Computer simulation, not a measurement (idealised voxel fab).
Herein follows the process module entitled voxel capacitor over wiring.
FYI the section here is cut, 250 nm wide, cells are 5 nm squares.
Bands, listed from the top down, are how a cross-section gets written in this document; the cross-section itself is a grid of square cells, and a band is one or more rows of them.
Heights first: top, then bottom, in nm. Then materials, left to right, each with a width in nm. "throughout" on a single material: fills the band edge to edge. "air": empty space.
Ref level 0: as-received wafer is one material below here. Bottom band extends down with no lower bound ("z 0 and below").
A width given as "30 to 40" starts at the first number in the band's top row and ends at the second number in its bottom row, shifting by an equal amount at every step from row to row.
Key: "no alterations made" - step with no changed cell in the cross-section.
Voids, enclosed: empty space of 8 cells or more with no open way to the top, each as width x height at its distance from the left edge, in nm
If you see something after the settings on a step's line, that's the simulator's own remark about that step.
If you see "overlay nm" on a step's line and that step has a mask, it's telling you how far right of where it was planned the mask ended up; a negative number means it went left instead.
Process steps (planned):
1 RECEIVE, material Si
2 CONFORMAL_DEP, material SiO2, thk nm 10
3 DIRECTIONAL_DEP, material TiN, thk nm 5
4 DIRECTIONAL_DEP, material W, thk nm 15
5 DIRECTIONAL_DEP, material aC, thk nm 15
6 PATTERN, tone cover, mask id METAL_1, material resist, width nm 20, pitch nm 70, thk nm 30, overlay nm 0
7 DIRECTIONAL_ETCH, etch materials aC, depth nm 15
8 STRIP, etch materials resist
9 DIRECTIONAL_ETCH, etch materials W, depth nm 15
10 DIRECTIONAL_ETCH, etch materials TiN, depth nm 5
11 STRIP, etch materials aC
12 FILL_DEP, material lowk, thk nm 5
13 CMP, height nm 30
14 CONFORMAL_DEP, material SiCN, thk nm 5
15 DIRECTIONAL_DEP, material lowk, thk nm 10
16 DIRECTIONAL_DEP, material aC, thk nm 15
17 PATTERN, tone open, mask id PLUG_1, material resist, width nm 15, thk nm 35, overlay nm 0
18 DIRECTIONAL_ETCH, etch materials aC, depth nm 15
19 STRIP, etch materials resist
20 DIRECTIONAL_ETCH, etch materials lowk, depth nm 10
21 DIRECTIONAL_ETCH, etch materials SiCN, depth nm 5
22 STRIP, etch materials aC
23 CONFORMAL_DEP, material TiN, thk nm 5
24 FILL_DEP, material Ru, thk nm 10
25 CMP, height nm 45
26 DIRECTIONAL_DEP, material TiN, thk nm 10
27 DIRECTIONAL_DEP, material Al2O3, thk nm 5
28 DIRECTIONAL_DEP, material TiN, thk nm 5
29 PATTERN, tone cover, mask id UPPER_PLATE, material resist, width nm 55, thk nm 20, overlay nm 0
30 DIRECTIONAL_ETCH, etch materials TiN, depth nm 5
31 DIRECTIONAL_ETCH, etch materials Al2O3, depth nm 5
32 STRIP, etch materials resist
33 PATTERN, tone cover, mask id LOWER_PLATE, material resist, width nm 65, thk nm 20, overlay nm 0
34 DIRECTIONAL_ETCH, etch materials TiN, depth nm 10
35 STRIP, etch materials resist
36 FILL_DEP, material SiO2, thk nm 20
37 CMP, height nm 80
38 MASKED_ETCH, tone open, mask id PLUG_2, width nm 15, etch materials SiO2, depth nm 15, overlay nm 0
39 CONFORMAL_DEP, material TiN, thk nm 5
40 FILL_DEP, material W, thk nm 5
41 CMP, height nm 80
42 CONFORMAL_DEP, material SiCN, thk nm 5
Delivered wafer in cross-section: state after step 1:
	z 0 and below | Si throughout
	Voids, enclosed: none
Starting wafer: above. Plan: above. Run: one mistake. Cross-section after the module: below:
	z 85 to 80 | SiCN throughout
	z 80 to 70 | SiO2=95, then TiN=5, then W=5, then TiN=5, then SiO2=140
	z 70 to 65 | SiO2=95, then TiN=15, then SiO2=140
	z 65 to 60 | SiO2 throughout
	z 60 to 55 | SiO2=85, then TiN=55, then SiO2=110
	z 55 to 45 | SiO2=80, then TiN=65, then SiO2=105
	z 45 to 35 | lowk=85, then TiN=5, then Ru=5, then TiN=5, then lowk=150
	z 35 to 30 | SiCN=85, then TiN=15, then SiCN=150
	z 30 to 15 | lowk=80, then W=20, then lowk=50, then W=20, then lowk=80
	z 15 to 10 | lowk=80, then TiN=20, then lowk=50, then TiN=20, then lowk=80
	z 10 to 0 | SiO2 throughout
	z 0 and below | Si throughout
	Voids, enclosed: none
Error vs. plan: step 27 of the plan was omitted and not executed
